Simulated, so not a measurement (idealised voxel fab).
The process module that follows is named voxel air gaps.
We display cut, a cross-section 185 nm in width whose square cells are each 5 nm.
Square cells in a grid make up a cross-section in this document, and the grid is given as bands, listed from the top down, each one or more rows of cells.
Read a band's entry like this: the first values are the height of its top and the height of its bottom in nm, and what follows is the sequence of materials from left to right, each with its width in nm. Note that "empty" is empty space, and that a single material marked "full width" reaches across the band from edge to edge.
Height datum 0, below which the as-received substrate wafer is one material. Lowest band open at the bottom, running downward: "top 0, no bottom".
Width "30->40": first value at the band's top row of cells, second value at its bottom row, equal change from row to row.
Step note "remained unchanged" = no cross-section cell changed.
Voids not open to the top, 8 cells minimum: see "Cavities, sealed". Written width x height at distance; distance is from the left edge; nm.
Read whatever lies past the settings on a step's line as the simulator's own remark about the step.
"overlay nm" on a masked step: distance the mask lay right of its planned place, negative for left.

[Steps planned for the process]
1 RECEIVE (material Si)
2 CONFORMAL_DEP (material SiO2; thk nm 10)
3 CONFORMAL_DEP (material SiN; thk nm 5)
4 DIRECTIONAL_DEP (material lowk; thk nm 30)
5 PATTERN (tone open; mask id LINES; material resist; width nm 20; pitch nm 45; thk nm 15; overlay nm 0)
6 DIRECTIONAL_ETCH (etch materials lowk; depth nm 30)
7 STRIP (etch materials resist)
8 CONFORMAL_DEP (material TiN; thk nm 5)
9 FILL_DEP (material W; thk nm 10)
10 CMP (height nm 45)
11 EPI (material Ru; thk nm 10)
12 SELECTIVE_ETCH (etch materials lowk; depth nm 40)
13 CONFORMAL_DEP (material SiN; thk nm 5)

[Cross-sectional view of the wafer in its as-received condition, corresponding to the state after step 1]
    top 0, no bottom: Si full width
    Cavities, sealed: none

[Starting wafer: above. Plan: above. Run: one mistake. Cross-section after the module: below]
    top 50, bottom 40: SiN full width
    top 40, bottom 10: lowk full width
    top 10, bottom 0: SiO2 full width
    top 0, no bottom: Si full width
    Cavities, sealed: none
Where did the run depart from the plan? plan steps 3 and 4 run swapped
